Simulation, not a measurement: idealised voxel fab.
You're looking at the process module voxel transistor to metal.
The width of the displayed cross-section, cut, is 205 nm; its cells are square, with a size of 5 nm.
In what follows, cross-sections appear as grids of square cells, described through bands that run from the top down, where every band is one or more rows of cells. Band entry format. Leading values: height of top, height of bottom, nm. Remainder: materials in left-to-right order, each with its width in nm. Special words: "all across" on a single material, which then fills the band edge to edge; "blank", empty space. We count height from 0. Below that, the starting wafer is all one material. The lowest band never ends at the bottom but goes on down; see "0 down" for how that is written. The width entry "30 to 40" should be interpreted row by row: the top row of cells in the band takes the first number, the bottom row takes the second number, and the change between adjacent rows is uniform throughout. "left unchanged" means the step left every cell of the cross-section as it was. Entry "Non-vented voids" = empty spaces >= 8 cells with no open way to the top; each as width x height at distance, distance from left edge, all nm. Anything after a step's settings on that line? It's the simulator's own note about the step. The optional step-line setting "overlay nm" applies to steps with a mask and quantifies how far to the right of its planned location the mask lay, a negative value indicating leftward placement. Guide to the pairs. Each holds a before and an after cross-section around one process step; the after cross-section is cut off at the lowest band that changed. Look under the pair for the step between them and its settings. Pairs can come from different runs of this module on the same starting wafer, so a pair follows on from the one above it only where its entry headed "Before the process" says it does.
-- Before the process
    50 to 35  60 nm aC | 15 nm blank | 55 nm aC | 15 nm blank | 60 nm aC
    35 to 25  SiO2 all across
    25 to 20  80 nm SiO2 | 5 nm SiN | 5 nm SiO2 | 25 nm SiCN | 5 nm SiO2 | 5 nm SiN | 80 nm SiO2
    20 to 0  80 nm SiO2 | 5 nm SiN | 5 nm SiO2 | 25 nm polySi | 5 nm SiO2 | 5 nm SiN | 80 nm SiO2
    0 to -5  55 nm SiO2 | 25 nm pSi | 45 nm SiO2 | 25 nm pSi | 55 nm SiO2
    -5 to -40  60 nm SiO2 | 85 nm Si | 60 nm SiO2
    -40 down  Si all across
    Non-vented voids: none
-- Cut View, Post-Step
    50 to 35  60 nm aC | 15 nm blank | 55 nm aC | 15 nm blank | 60 nm aC
    35 to 25  60 nm SiO2 | 15 nm blank | 55 nm SiO2 | 15 nm blank | 60 nm SiO2
    25 to 20  60 nm SiO2 | 15 nm blank | 5 nm SiO2 | 5 nm SiN | 5 nm SiO2 | 25 nm SiCN | 5 nm SiO2 | 5 nm SiN | 5 nm SiO2 | 15 nm blank | 60 nm SiO2
    20 to 0  60 nm SiO2 | 15 nm blank | 5 nm SiO2 | 5 nm SiN | 5 nm SiO2 | 25 nm polySi | 5 nm SiO2 | 5 nm SiN | 5 nm SiO2 | 15 nm blank | 60 nm SiO2
    Under 0: no change, same as before.
    Non-vented voids: none
Between before and after, shown above: DIRECTIONAL_ETCH (etch materials SiO2; depth nm 40)
Before the process: the pre-step structure is the one depicted after the step in the pair just above.
-- Cut View, Post-Step
    35 to 25  60 nm SiO2 | 15 nm blank | 55 nm SiO2 | 15 nm blank | 60 nm SiO2
    Under 25: no change, same as before.
    Non-vented voids: none
Between before and after, shown above: STRIP (etch materials aC)
Before the process: the pre-step structure is the one depicted after the step in the pair just above.
-- Cut View, Post-Step
    40 to 35  65 nm TiN | 5 nm blank | 65 nm TiN | 5 nm blank | 65 nm TiN
    35 to 25  60 nm SiO2 | 5 nm TiN | 5 nm blank | 5 nm TiN | 55 nm SiO2 | 5 nm TiN | 5 nm blank | 5 nm TiN | 60 nm SiO2
    25 to 20  60 nm SiO2 | 5 nm TiN | 5 nm blank | 5 nm TiN | 5 nm SiO2 | 5 nm SiN | 5 nm SiO2 | 25 nm SiCN | 5 nm SiO2 | 5 nm SiN | 5 nm SiO2 | 5 nm TiN | 5 nm blank | 5 nm TiN | 60 nm SiO2
    20 to 5  60 nm SiO2 | 5 nm TiN | 5 nm blank | 5 nm TiN | 5 nm SiO2 | 5 nm SiN | 5 nm SiO2 | 25 nm polySi | 5 nm SiO2 | 5 nm SiN | 5 nm SiO2 | 5 nm TiN | 5 nm blank | 5 nm TiN | 60 nm SiO2
    5 to 0  60 nm SiO2 | 15 nm TiN | 5 nm SiO2 | 5 nm SiN | 5 nm SiO2 | 25 nm polySi | 5 nm SiO2 | 5 nm SiN | 5 nm SiO2 | 15 nm TiN | 60 nm SiO2
    Under 0: no change, same as before.
    Non-vented voids: none
Between before and after, shown above: CONFORMAL_DEP (material TiN; thk nm 5)
Before the process: the pre-step structure is the one depicted after the step in the pair just above.
-- Cut View, Post-Step
    50 to 40  W all across
    40 to 35  65 nm TiN | 5 nm W | 65 nm TiN | 5 nm W | 65 nm TiN
    35 to 25  60 nm SiO2 | 5 nm TiN | 5 nm W | 5 nm TiN | 55 nm SiO2 | 5 nm TiN | 5 nm W | 5 nm TiN | 60 nm SiO2
    25 to 20  60 nm SiO2 | 5 nm TiN | 5 nm W | 5 nm TiN | 5 nm SiO2 | 5 nm SiN | 5 nm SiO2 | 25 nm SiCN | 5 nm SiO2 | 5 nm SiN | 5 nm SiO2 | 5 nm TiN | 5 nm W | 5 nm TiN | 60 nm SiO2
    20 to 5  60 nm SiO2 | 5 nm TiN | 5 nm W | 5 nm TiN | 5 nm SiO2 | 5 nm SiN | 5 nm SiO2 | 25 nm polySi | 5 nm SiO2 | 5 nm SiN | 5 nm SiO2 | 5 nm TiN | 5 nm W | 5 nm TiN | 60 nm SiO2
    Under 5: no change, same as before.
    Non-vented voids: none
Between before and after, shown above: FILL_DEP (material W; thk nm 10)
Before the process: the pre-step structure is the one depicted after the step in the pair just above.
-- Cut View, Post-Step
    35 to 25  60 nm SiO2 | 5 nm TiN | 5 nm W | 5 nm TiN | 55 nm SiO2 | 5 nm TiN | 5 nm W | 5 nm TiN | 60 nm SiO2
    Under 25: no change, same as before.
    Non-vented voids: none
Between before and after, shown above: CMP (height nm 35)
Before the process: the pre-step structure is the one depicted after the step in the pair just above.
-- Cut View, Post-Step
    40 to 35  SiCN all across
    Under 35: no change, same as before.
    Non-vented voids: none
Between before and after, shown above: CONFORMAL_DEP (material SiCN; thk nm 5)
Before the process: the pre-step structure is the one depicted after the step in the pair just above.
-- Cut View, Post-Step
    60 to 40  lowk all across
    Under 40: no change, same as before.
    Non-vented voids: none
Between before and after, shown above: DIRECTIONAL_DEP (material lowk; thk nm 20)
Before the process: the pre-step structure is the one depicted after the step in the pair just above.
-- Cut View, Post-Step
    60 to 40  60 nm lowk | 15 nm blank | 55 nm lowk | 15 nm blank | 60 nm lowk
    Under 40: no change, same as before.
    Non-vented voids: none
Between before and after, shown above: MASKED_ETCH (tone open; mask id METAL_1; width nm 15; pitch nm 70; etch materials lowk; depth nm 20; overlay nm 0)
Before the process: the pre-step structure is the one depicted after the step in the pair just above.
-- Cut View, Post-Step
    60 to 40  60 nm lowk | 15 nm blank | 55 nm lowk | 15 nm blank | 60 nm lowk
    40 to 35  60 nm SiCN | 15 nm blank | 55 nm SiCN | 15 nm blank | 60 nm SiCN
    Under 35: no change, same as before.
    Non-vented voids: none
Between before and after, shown above: MASKED_ETCH (tone open; mask id METAL_1; width nm 15; pitch nm 70; etch materials SiCN; depth nm 5; overlay nm 0)
Before the process: the pre-step structure is the one depicted after the step in the pair just above.
-- Cut View, Post-Step
    65 to 60  65 nm TiN | 5 nm blank | 65 nm TiN | 5 nm blank | 65 nm TiN
    60 to 40  60 nm lowk | 5 nm TiN | 5 nm blank | 5 nm TiN | 55 nm lowk | 5 nm TiN | 5 nm blank | 5 nm TiN | 60 nm lowk
    40 to 35  60 nm SiCN | 15 nm TiN | 55 nm SiCN | 15 nm TiN | 60 nm SiCN
    Under 35: no change, same as before.
    Non-vented voids: none
Between before and after, shown above: CONFORMAL_DEP (material TiN; thk nm 5)
Before the process: the pre-step structure is the one depicted after the step in the pair just above.
-- Cut View, Post-Step
    75 to 65  Cu all across
    65 to 60  65 nm TiN | 5 nm Cu | 65 nm TiN | 5 nm Cu | 65 nm TiN
    60 to 40  60 nm lowk | 5 nm TiN | 5 nm Cu | 5 nm TiN | 55 nm lowk | 5 nm TiN | 5 nm Cu | 5 nm TiN | 60 nm lowk
    Under 40: no change, same as before.
    Non-vented voids: none
Between before and after, shown above: FILL_DEP (material Cu; thk nm 10)
Before the process: the pre-step structure is the one depicted after the step in the pair just above.
-- Cut View, Post-Step
    60 to 40  60 nm lowk | 5 nm TiN | 5 nm Cu | 5 nm TiN | 55 nm lowk | 5 nm TiN | 5 nm Cu | 5 nm TiN | 60 nm lowk
    Under 40: no change, same as before.
    Non-vented voids: none
Between before and after, shown above: CMP (height nm 60)
Before the process: the pre-step structure is the one depicted after the step in the pair just above.
-- Cut View, Post-Step
    65 to 60  SiN all across
    Under 60: no change, same as before.
    Non-vented voids: none
Between before and after, shown above: CONFORMAL_DEP (material SiN; thk nm 5)
-- Before the process
    75 to 65  Cu all across
    65 to 60  65 nm TiN | 5 nm Cu | 65 nm TiN | 5 nm Cu | 65 nm TiN
    60 to 40  60 nm lowk | 5 nm TiN | 5 nm Cu | 5 nm TiN | 55 nm lowk | 5 nm TiN | 5 nm Cu | 5 nm TiN | 60 nm lowk
    40 to 35  60 nm SiCN | 15 nm TiN | 55 nm SiCN | 15 nm TiN | 60 nm SiCN
    35 to 25  60 nm SiO2 | 5 nm TiN | 5 nm W | 5 nm TiN | 55 nm SiO2 | 5 nm TiN | 5 nm W | 5 nm TiN | 60 nm SiO2
    25 to 15  60 nm SiO2 | 5 nm TiN | 5 nm W | 5 nm TiN | 5 nm SiO2 | 5 nm SiN | 5 nm SiO2 | 25 nm SiCN | 5 nm SiO2 | 5 nm SiN | 5 nm SiO2 | 5 nm TiN | 5 nm W | 5 nm TiN | 60 nm SiO2
    15 to 0  60 nm SiO2 | 5 nm TiN | 5 nm W | 5 nm TiN | 5 nm SiO2 | 5 nm SiN | 5 nm SiO2 | 25 nm polySi | 5 nm SiO2 | 5 nm SiN | 5 nm SiO2 | 5 nm TiN | 5 nm W | 5 nm TiN | 60 nm SiO2
    0 to -5  55 nm SiO2 | 5 nm SiN | 15 nm TiN | 5 nm SiO2 | 5 nm SiN | 5 nm SiO2 | 25 nm polySi | 5 nm SiO2 | 5 nm SiN | 5 nm SiO2 | 15 nm TiN | 5 nm SiN | 55 nm SiO2
    -5 to -10  60 nm SiO2 | 20 nm pSi | 45 nm SiO2 | 20 nm pSi | 60 nm SiO2
    -10 to -40  60 nm SiO2 | 85 nm Si | 60 nm SiO2
    -40 down  Si all across
    Non-vented voids: none
-- Cut View, Post-Step
    70 to 65  Cu all across
    Under 65: no change, same as before.
    Non-vented voids: none
Between before and after, shown above: CMP (height nm 70)
Before the process: the pre-step structure is the one depicted after the step in the pair just above.
-- Cut View, Post-Step
    75 to 70  SiN all across
    Under 70: no change, same as before.
    Non-vented voids: none
Between before and after, shown above: CONFORMAL_DEP (material SiN; thk nm 5)
-- Before the process
    10 to 0  SiN all across
    0 to -5  SiO2 all across
    -5 down  Si all across
    Non-vented voids: none
-- Cut View, Post-Step
    10 to 0  55 nm blank | 100 nm SiN | 50 nm blank
    Under 0: no change, same as before.
    Non-vented voids: none
Between before and after, shown above: MASKED_ETCH (tone cover; mask id ACTIVE; width nm 100; etch materials SiN; depth nm 10; overlay nm 0)
Before the process: the pre-step structure is the one depicted after the step in the pair just above.
-- Cut View, Post-Step
    10 to 0  55 nm blank | 100 nm SiN | 50 nm blank
    0 to -5  55 nm blank | 100 nm SiO2 | 50 nm blank
    Under -5: no change, same as before.
    Non-vented voids: none
Between before and after, shown above: MASKED_ETCH (tone cover; mask id ACTIVE; width nm 95; etch materials SiO2; depth nm 5; overlay nm 0)
Before the process: the pre-step structure is the one depicted after the step in the pair just above.
-- Cut View, Post-Step
    10 to 0  55 nm blank | 100 nm SiN | 50 nm blank
    0 to -5  55 nm blank | 100 nm SiO2 | 50 nm blank
    -5 to -35  55 nm blank | 100 nm Si | 50 nm blank
    Under -35: no change, same as before.
    Non-vented voids: none
Between before and after, shown above: MASKED_ETCH (tone cover; mask id ACTIVE; width nm 95; etch materials Si; depth nm 30; overlay nm 0)
Before the process: the pre-step structure is the one depicted after the step in the pair just above.
-- Cut View, Post-Step
    10 to 0  55 nm blank | 100 nm SiN | 50 nm blank
    0 to -5  55 nm blank | 100 nm SiO2 | 50 nm blank
    -5 to -35  55 nm blank | 5 nm SiO2 | 90 nm Si | 5 nm SiO2 | 50 nm blank
    -35 to -40  60 nm SiO2 | 90 nm Si | 55 nm SiO2
    Under -40: no change, same as before.
    Non-vented voids: none
Between before and after, shown above: OXIDIZE (depth nm 5)
Before the process: the pre-step structure is the one depicted after the step in the pair just above.
-- Cut View, Post-Step
    15 to 10  SiO2 all across
    10 to 0  55 nm SiO2 | 100 nm SiN | 50 nm SiO2
    0 to -5  SiO2 all across
    -5 to -40  60 nm SiO2 | 90 nm Si | 55 nm SiO2
    Under -40: no change, same as before.
    Non-vented voids: none
Between before and after, shown above: FILL_DEP (material SiO2; thk nm 5)
Before the process: the pre-step structure is the one depicted after the step in the pair just above.
-- Cut View, Post-Step
    10 to 0  55 nm SiO2 | 100 nm SiN | 50 nm SiO2
    Under 0: no change, same as before.
    Non-vented voids: none
Between before and after, shown above: CMP (height nm 10)
Before the process: the pre-step structure is the one depicted after the step in the pair just above.
-- Cut View, Post-Step
    10 to 5  55 nm blank | 100 nm SiN | 50 nm blank
    Under 5: no change, same as before.
    Non-vented voids: none
Between before and after, shown above: SELECTIVE_ETCH (etch materials SiO2; depth nm 5)
Before the process: the pre-step structure is the one depicted after the step in the pair just above.
-- Cut View, Post-Step
    5 to 0  55 nm SiO2 | 100 nm blank | 50 nm SiO2
    Under 0: no change, same as before.
    Non-vented voids: none
Between before and after, shown above: STRIP (etch materials SiN)
Before the process: the pre-step structure is the one depicted after the step in the pair just above.
-- Cut View, Post-Step
    0 to -5  50 nm SiO2 | 110 nm blank | 45 nm SiO2
    Under -5: no change, same as before.
    Non-vented voids: none
Between before and after, shown above: SELECTIVE_ETCH (etch materials SiO2; depth nm 5)
Before the process: the pre-step structure is the one depicted after the step in the pair just above.
-- Cut View, Post-Step
    0 to -5  50 nm SiO2 | 110 nm blank | 45 nm SiO2
    -5 to -10  SiO2 all across
    Under -10: no change, same as before.
    Non-vented voids: none
Between before and after, shown above: OXIDIZE (depth nm 5)
Before the process: the pre-step structure is the one depicted after the step in the pair just above.
-- Cut View, Post-Step
    20 to 15  50 nm polySi | 110 nm blank | 45 nm polySi
    15 to 0  polySi all across
    0 to -5  50 nm SiO2 | 110 nm polySi | 45 nm SiO2
    Under -5: no change, same as before.
    Non-vented voids: none
Between before and after, shown above: DIRECTIONAL_DEP (material polySi; thk nm 20)
Before the process: the pre-step structure is the one depicted after the step in the pair just above.
-- Cut View, Post-Step
    30 to 25  50 nm SiCN | 110 nm blank | 45 nm SiCN
    25 to 20  SiCN all across
    20 to 15  50 nm polySi | 110 nm SiCN | 45 nm polySi
    Under 15: no change, same as before.
    Non-vented voids: none
Between before and after, shown above: DIRECTIONAL_DEP (material SiCN; thk nm 10)
Before the process: the pre-step structure is the one depicted after the step in the pair just above.
-- Cut View, Post-Step
    25 to 20  90 nm blank | 25 nm SiCN | 90 nm blank
    20 to 15  50 nm polySi | 40 nm blank | 25 nm SiCN | 45 nm blank | 45 nm polySi
    Under 15: no change, same as before.
    Non-vented voids: none
Between before and after, shown above: MASKED_ETCH (tone cover; mask id GATE; width nm 25; etch materials SiCN; depth nm 20; overlay nm 0)
Before the process: the pre-step structure is the one depicted after the step in the pair just above.
-- Cut View, Post-Step
    25 to 15  90 nm blank | 25 nm SiCN | 90 nm blank
    15 to 0  90 nm blank | 25 nm polySi | 90 nm blank
    0 to -5  50 nm SiO2 | 40 nm blank | 25 nm polySi | 45 nm blank | 45 nm SiO2
    Under -5: no change, same as before.
    Non-vented voids: none
Between before and after, shown above: MASKED_ETCH (tone cover; mask id GATE; width nm 25; etch materials polySi; depth nm 30; overlay nm 0)
Before the process: the pre-step structure is the one depicted after the step in the pair just above.
-- Cut View, Post-Step
    30 to 25  85 nm blank | 35 nm SiO2 | 85 nm blank
    25 to 15  85 nm blank | 5 nm SiO2 | 25 nm SiCN | 5 nm SiO2 | 85 nm blank
    15 to 5  85 nm blank | 5 nm SiO2 | 25 nm polySi | 5 nm SiO2 | 85 nm blank
    5 to 0  55 nm SiO2 | 30 nm blank | 5 nm SiO2 | 25 nm polySi | 5 nm SiO2 | 35 nm blank | 50 nm SiO2
    0 to -5  90 nm SiO2 | 25 nm polySi | 90 nm SiO2
    Under -5: no change, same as before.
    Non-vented voids: none
Between before and after, shown above: CONFORMAL_DEP (material SiO2; thk nm 5)
Before the process: the pre-step structure is the one depicted after the step in the pair just above.
-- Cut View, Post-Step
    25 to 15  85 nm blank | 5 nm SiO2 | 25 nm SiCN | 5 nm SiO2 | 85 nm blank
    15 to 0  85 nm blank | 5 nm SiO2 | 25 nm polySi | 5 nm SiO2 | 85 nm blank
    0 to -5  55 nm SiO2 | 30 nm blank | 5 nm SiO2 | 25 nm polySi | 5 nm SiO2 | 35 nm blank | 50 nm SiO2
    Under -5: no change, same as before.
    Non-vented voids: none
Between before and after, shown above: DIRECTIONAL_ETCH (etch materials SiO2; depth nm 5)
Before the process: the pre-step structure is the one depicted after the step in the pair just above.
-- Cut View, Post-Step
    30 to 25  80 nm blank | 45 nm SiN | 80 nm blank
    25 to 15  80 nm blank | 5 nm SiN | 5 nm SiO2 | 25 nm SiCN | 5 nm SiO2 | 5 nm SiN | 80 nm blank
    15 to 5  80 nm blank | 5 nm SiN | 5 nm SiO2 | 25 nm polySi | 5 nm SiO2 | 5 nm SiN | 80 nm blank
    5 to 0  60 nm SiN | 20 nm blank | 5 nm SiN | 5 nm SiO2 | 25 nm polySi | 5 nm SiO2 | 5 nm SiN | 25 nm blank | 55 nm SiN
    0 to -5  55 nm SiO2 | 30 nm SiN | 5 nm SiO2 | 25 nm polySi | 5 nm SiO2 | 35 nm SiN | 50 nm SiO2
    Under -5: no change, same as before.
    Non-vented voids: none
Between before and after, shown above: CONFORMAL_DEP (material SiN; thk nm 5)
Before the process: the pre-step structure is the one depicted after the step in the pair just above.
-- Cut View, Post-Step
    25 to 15  80 nm blank | 5 nm SiN | 5 nm SiO2 | 25 nm SiCN | 5 nm SiO2 | 5 nm SiN | 80 nm blank
    15 to 0  80 nm blank | 5 nm SiN | 5 nm SiO2 | 25 nm polySi | 5 nm SiO2 | 5 nm SiN | 80 nm blank
    0 to -5  55 nm SiO2 | 5 nm SiN | 20 nm blank | 5 nm SiN | 5 nm SiO2 | 25 nm polySi | 5 nm SiO2 | 5 nm SiN | 25 nm blank | 5 nm SiN | 50 nm SiO2
    Under -5: no change, same as before.
    Non-vented voids: none
Between before and after, shown above: DIRECTIONAL_ETCH (etch materials SiN; depth nm 5)
Before the process: the pre-step structure is the one depicted after the step in the pair just above.
-- Cut View, Post-Step
    25 to 20  80 nm blank | 5 nm SiN | 5 nm blank | 25 nm SiCN | 5 nm blank | 5 nm SiN | 80 nm blank
    20 to 15  80 nm blank | 5 nm SiN | 5 nm SiO2 | 25 nm SiCN | 5 nm SiO2 | 5 nm SiN | 80 nm blank
    15 to 0  80 nm blank | 5 nm SiN | 5 nm SiO2 | 25 nm polySi | 5 nm SiO2 | 5 nm SiN | 80 nm blank
    0 to -5  55 nm blank | 5 nm SiN | 20 nm blank | 5 nm SiN | 5 nm SiO2 | 25 nm polySi | 5 nm SiO2 | 5 nm SiN | 25 nm blank | 5 nm SiN | 50 nm blank
    -5 to -10  60 nm SiO2 | 20 nm blank | 45 nm SiO2 | 25 nm blank | 55 nm SiO2
    Under -10: no change, same as before.
    Non-vented voids: none
Between before and after, shown above: DIRECTIONAL_ETCH (etch materials SiO2; depth nm 5)
Before the process: the pre-step structure is the one depicted after the step in the pair just above.
-- Cut View, Post-Step
    25 to 20  80 nm blank | 5 nm SiN | 5 nm blank | 25 nm SiCN | 5 nm blank | 5 nm SiN | 80 nm blank
    20 to 15  80 nm blank | 5 nm SiN | 5 nm SiO2 | 25 nm SiCN | 5 nm SiO2 | 5 nm SiN | 80 nm blank
    15 to 0  80 nm blank | 5 nm SiN | 5 nm SiO2 | 25 nm polySi | 5 nm SiO2 | 5 nm SiN | 80 nm blank
    0 to -5  55 nm blank | 5 nm SiN | 20 nm blank | 5 nm SiN | 5 nm SiO2 | 25 nm polySi | 5 nm SiO2 | 5 nm SiN | 25 nm blank | 5 nm SiN | 50 nm blank
    -5 to -10  60 nm SiO2 | 20 nm pSi | 45 nm SiO2 | 25 nm pSi | 55 nm SiO2
    Under -10: no change, same as before.
    Non-vented voids: none
Between before and after, shown above: EPI (material pSi; thk nm 5)
Before the process: the pre-step structure is the one depicted after the step in the pair just above.
-- Cut View, Post-Step
    35 to 25  SiO2 all across
    25 to 15  80 nm SiO2 | 5 nm SiN | 5 nm SiO2 | 25 nm SiCN | 5 nm SiO2 | 5 nm SiN | 80 nm SiO2
    15 to 0  80 nm SiO2 | 5 nm SiN | 5 nm SiO2 | 25 nm polySi | 5 nm SiO2 | 5 nm SiN | 80 nm SiO2
    0 to -5  55 nm SiO2 | 5 nm SiN | 20 nm SiO2 | 5 nm SiN | 5 nm SiO2 | 25 nm polySi | 5 nm SiO2 | 5 nm SiN | 25 nm SiO2 | 5 nm SiN | 50 nm SiO2
    Under -5: no change, same as before.
    Non-vented voids: none
Between before and after, shown above: FILL_DEP (material SiO2; thk nm 10)
Before the process: the pre-step structure is the one depicted after the step in the pair just above.
-- Cut View, Post-Step
    25 to 15  80 nm SiO2 | 5 nm SiN | 5 nm SiO2 | 25 nm SiCN | 5 nm SiO2 | 5 nm SiN | 80 nm SiO2
    Under 15: no change, same as before.
    Non-vented voids: none
Between before and after, shown above: CMP (height nm 25)
Before the process: the pre-step structure is the one depicted after the step in the pair just above.
-- Cut View, Post-Step
    35 to 25  SiO2 all across
    Under 25: no change, same as before.
    Non-vented voids: none
Between before and after, shown above: DIRECTIONAL_DEP (material SiO2; thk nm 10)
Before the process: the pre-step structure is the one depicted after the step in the pair just above.
-- Cut View, Post-Step
    50 to 35  aC all across
    Under 35: no change, same as before.
    Non-vented voids: none
Between before and after, shown above: DIRECTIONAL_DEP (material aC; thk nm 15)
Before the process: the pre-step structure is the one depicted after the step in the pair just above.
-- Cut View, Post-Step
    85 to 50  60 nm resist | 15 nm blank | 55 nm resist | 15 nm blank | 60 nm resist
    Under 50: no change, same as before.
    Non-vented voids: none
Between before and after, shown above: PATTERN (tone open; mask id CONTACT; material resist; width nm 15; pitch nm 70; thk nm 35; overlay nm 0)
Before the process: the pre-step structure is the one depicted after the step in the pair just above.
-- Cut View, Post-Step
    70 to 50  60 nm resist | 15 nm blank | 55 nm resist | 15 nm blank | 60 nm resist
    50 to 35  60 nm aC | 15 nm blank | 55 nm aC | 15 nm blank | 60 nm aC
    Under 35: no change, same as before.
    Non-vented voids: none
Between before and after, shown above: DIRECTIONAL_ETCH (etch materials aC; depth nm 15)
Before the process: the pre-step structure is the one depicted after the step in the pair just above.
-- Cut View, Post-Step
    50 to 35  60 nm aC | 15 nm blank | 55 nm aC | 15 nm blank | 60 nm aC
    Under 35: no change, same as before.
    Non-vented voids: none
Between before and after, shown above: STRIP (etch materials resist)
Before the process: the pre-step structure is the one depicted after the step in the pair just above.
-- Cut View, Post-Step
    50 to 35  60 nm aC | 15 nm blank | 55 nm aC | 15 nm blank | 60 nm aC
    35 to 25  60 nm SiO2 | 15 nm blank | 55 nm SiO2 | 15 nm blank | 60 nm SiO2
    25 to 15  60 nm SiO2 | 15 nm blank | 5 nm SiO2 | 5 nm SiN | 5 nm SiO2 | 25 nm SiCN | 5 nm SiO2 | 5 nm SiN | 5 nm SiO2 | 15 nm blank | 60 nm SiO2
    15 to 0  60 nm SiO2 | 15 nm blank | 5 nm SiO2 | 5 nm SiN | 5 nm SiO2 | 25 nm polySi | 5 nm SiO2 | 5 nm SiN | 5 nm SiO2 | 15 nm blank | 60 nm SiO2
    0 to -5  55 nm SiO2 | 5 nm SiN | 15 nm blank | 5 nm SiO2 | 5 nm SiN | 5 nm SiO2 | 25 nm polySi | 5 nm SiO2 | 5 nm SiN | 5 nm SiO2 | 15 nm blank | 5 nm SiO2 | 5 nm SiN | 50 nm SiO2
    Under -5: no change, same as before.
    Non-vented voids: none
Between before and after, shown above: DIRECTIONAL_ETCH (etch materials SiO2; depth nm 40)
Before the process: the pre-step structure is the one depicted after the step in the pair just above.
-- Cut View, Post-Step
    35 to 25  60 nm SiO2 | 15 nm blank | 55 nm SiO2 | 15 nm blank | 60 nm SiO2
    Under 25: no change, same as before.
    Non-vented voids: none
Between before and after, shown above: STRIP (etch materials aC)
Before the process: the pre-step structure is the one depicted after the step in the pair just above.
-- Cut View, Post-Step
    40 to 35  65 nm TiN | 5 nm blank | 65 nm TiN | 5 nm blank | 65 nm TiN
    35 to 25  60 nm SiO2 | 5 nm TiN | 5 nm blank | 5 nm TiN | 55 nm SiO2 | 5 nm TiN | 5 nm blank | 5 nm TiN | 60 nm SiO2
    25 to 15  60 nm SiO2 | 5 nm TiN | 5 nm blank | 5 nm TiN | 5 nm SiO2 | 5 nm SiN | 5 nm SiO2 | 25 nm SiCN | 5 nm SiO2 | 5 nm SiN | 5 nm SiO2 | 5 nm TiN | 5 nm blank | 5 nm TiN | 60 nm SiO2
    15 to 0  60 nm SiO2 | 5 nm TiN | 5 nm blank | 5 nm TiN | 5 nm SiO2 | 5 nm SiN | 5 nm SiO2 | 25 nm polySi | 5 nm SiO2 | 5 nm SiN | 5 nm SiO2 | 5 nm TiN | 5 nm blank | 5 nm TiN | 60 nm SiO2
    0 to -5  55 nm SiO2 | 5 nm SiN | 15 nm TiN | 5 nm SiO2 | 5 nm SiN | 5 nm SiO2 | 25 nm polySi | 5 nm SiO2 | 5 nm SiN | 5 nm SiO2 | 15 nm TiN | 5 nm SiO2 | 5 nm SiN | 50 nm SiO2
    Under -5: no change, same as before.
    Non-vented voids: none
Between before and after, shown above: CONFORMAL_DEP (material TiN; thk nm 5)
Before the process: the pre-step structure is the one depicted after the step in the pair just above.
-- Cut View, Post-Step
    50 to 40  W all across
    40 to 35  65 nm TiN | 5 nm W | 65 nm TiN | 5 nm W | 65 nm TiN
    35 to 25  60 nm SiO2 | 5 nm TiN | 5 nm W | 5 nm TiN | 55 nm SiO2 | 5 nm TiN | 5 nm W | 5 nm TiN | 60 nm SiO2
    25 to 15  60 nm SiO2 | 5 nm TiN | 5 nm W | 5 nm TiN | 5 nm SiO2 | 5 nm SiN | 5 nm SiO2 | 25 nm SiCN | 5 nm SiO2 | 5 nm SiN | 5 nm SiO2 | 5 nm TiN | 5 nm W | 5 nm TiN | 60 nm SiO2
    15 to 0  60 nm SiO2 | 5 nm TiN | 5 nm W | 5 nm TiN | 5 nm SiO2 | 5 nm SiN | 5 nm SiO2 | 25 nm polySi | 5 nm SiO2 | 5 nm SiN | 5 nm SiO2 | 5 nm TiN | 5 nm W | 5 nm TiN | 60 nm SiO2
    Under 0: no change, same as before.
    Non-vented voids: none
Between before and after, shown above: FILL_DEP (material W; thk nm 10)
Before the process: the pre-step structure is the one depicted after the step in the pair just above.
-- Cut View, Post-Step
    35 to 25  60 nm SiO2 | 5 nm TiN | 5 nm W | 5 nm TiN | 55 nm SiO2 | 5 nm TiN | 5 nm W | 5 nm TiN | 60 nm SiO2
    Under 25: no change, same as before.
    Non-vented voids: none
Between before and after, shown above: CMP (height nm 35)
Before the process: the pre-step structure is the one depicted after the step in the pair just above.
-- Cut View, Post-Step
    40 to 35  SiCN all across
    Under 35: no change, same as before.
    Non-vented voids: none
Between before and after, shown above: CONFORMAL_DEP (material SiCN; thk nm 5)
Before the process: the pre-step structure is the one depicted after the step in the pair just above.
-- Cut View, Post-Step
    60 to 40  lowk all across
    Under 40: no change, same as before.
    Non-vented voids: none
Between before and after, shown above: DIRECTIONAL_DEP (material lowk; thk nm 20)
Before the process: the pre-step structure is the one depicted after the step in the pair just above.
-- Cut View, Post-Step
    60 to 40  60 nm lowk | 15 nm blank | 55 nm lowk | 15 nm blank | 60 nm lowk
    Under 40: no change, same as before.
    Non-vented voids: none
Between before and after, shown above: MASKED_ETCH (tone open; mask id METAL_1; width nm 15; pitch nm 70; etch materials lowk; depth nm 20; overlay nm 0)
Before the process: the pre-step structure is the one depicted after the step in the pair just above.
-- Cut View, Post-Step
    60 to 40  60 nm lowk | 15 nm blank | 55 nm lowk | 15 nm blank | 60 nm lowk
    40 to 35  60 nm SiCN | 15 nm blank | 55 nm SiCN | 15 nm blank | 60 nm SiCN
    Under 35: no change, same as before.
    Non-vented voids: none
Between before and after, shown above: MASKED_ETCH (tone open; mask id METAL_1; width nm 15; pitch nm 70; etch materials SiCN; depth nm 5; overlay nm 0)
Before the process: the pre-step structure is the one depicted after the step in the pair just above.
-- Cut View, Post-Step
    65 to 60  65 nm TiN | 5 nm blank | 65 nm TiN | 5 nm blank | 65 nm TiN
    60 to 40  60 nm lowk | 5 nm TiN | 5 nm blank | 5 nm TiN | 55 nm lowk | 5 nm TiN | 5 nm blank | 5 nm TiN | 60 nm lowk
    40 to 35  60 nm SiCN | 15 nm TiN | 55 nm SiCN | 15 nm TiN | 60 nm SiCN
    Under 35: no change, same as before.
    Non-vented voids: none
Between before and after, shown above: CONFORMAL_DEP (material TiN; thk nm 5)
Before the process: the pre-step structure is the one depicted after the step in the pair just above.
-- Cut View, Post-Step
    75 to 65  Cu all across
    65 to 60  65 nm TiN | 5 nm Cu | 65 nm TiN | 5 nm Cu | 65 nm TiN
    60 to 40  60 nm lowk | 5 nm TiN | 5 nm Cu | 5 nm TiN | 55 nm lowk | 5 nm TiN | 5 nm Cu | 5 nm TiN | 60 nm lowk
    Under 40: no change, same as before.
    Non-vented voids: none
Between before and after, shown above: FILL_DEP (material Cu; thk nm 10)
Before the process: the pre-step structure is the one depicted after the step in the pair just above.
-- Cut View, Post-Step
    60 to 40  60 nm lowk | 5 nm TiN | 5 nm Cu | 5 nm TiN | 55 nm lowk | 5 nm TiN | 5 nm Cu | 5 nm TiN | 60 nm lowk
    Under 40: no change, same as before.
    Non-vented voids: none
Between before and after, shown above: CMP (height nm 60)
Before the process: the pre-step structure is the one depicted after the step in the pair just above.
-- Cut View, Post-Step
    65 to 60  SiN all across
    Under 60: no change, same as before.
    Non-vented voids: none
Between before and after, shown above: CONFORMAL_DEP (material SiN; thk nm 5)
